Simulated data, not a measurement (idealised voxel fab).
process module | voxel released beams
cross-section cut | 285 nm wide | cells 5 nm
A cross-section is a grid of square cells, given in bands from the top down. A band is one or more rows of cells.
Each band's line starts with the height of the band's top and of its bottom, in nm. Then come its materials from left to right, each with its width in nm. One material with "throughout" fills the band from edge to edge. "air" is empty space.
Height 0 is the level under which the wafer as received is all one material. The lowest band goes on downwards, as in "0 down".
A width such as "30 to 40" changes by the same amount from each row of cells to the next, from the band's top row to its bottom row.
"no change" after a step means that no cell of the cross-section changed.
closed voids: empty space of 8 cells or more with no open way to the top, each as width x height at its distance from the left edge, in nm
after a step's settings: what the simulator itself notes on the step
overlay nm, on a step with a mask: how far to the right of its planned place the mask lay; to the left if negative
plan
1 op RECEIVE | material Si
2 op CONFORMAL_DEP | material Al2O3 | thk nm 5
3 op DIRECTIONAL_DEP | material SiO2 | thk nm 20
4 op MASKED_ETCH | tone open | mask id ANCHOR | width nm 35 | etch materials SiO2 | depth nm 20 | overlay nm 0
5 op CONFORMAL_DEP | material polySi | thk nm 15
6 op MASKED_ETCH | tone cover | mask id BEAM | width nm 90 | etch materials polySi | depth nm 15 | overlay nm 0
7 op STRIP | etch materials SiO2
as received, after step 1
  0 down: Si throughout
  closed voids: none
first wafer at the end, as planned
  40 to 25: air 95 | polySi 20 | air 5 | polySi 65 | air 100
  25 to 20: air 100 | polySi 15 | air 5 | polySi 15 | air 150
  20 to 5: air 100 | polySi 35 | air 150
  5 to 0: Al2O3 throughout
  0 down: Si throughout
  closed voids: none
second wafer at the end: like start, like plan, one mistake
  40 to 25: air 90 | polySi 25 | air 5 | polySi 70 | air 95
  25 to 20: air 100 | polySi 15 | air 5 | polySi 15 | air 150
  20 to 5: air 100 | polySi 35 | air 150
  5 to 0: Al2O3 throughout
  0 down: Si throughout
  closed voids: none
what went wrong: step 6 ran as: op MASKED_ETCH | tone cover | mask id BEAM | width nm 100 | etch materials polySi | depth nm 15 | overlay nm 0
at the end the second wafer has, in cells: 6 more of polySi
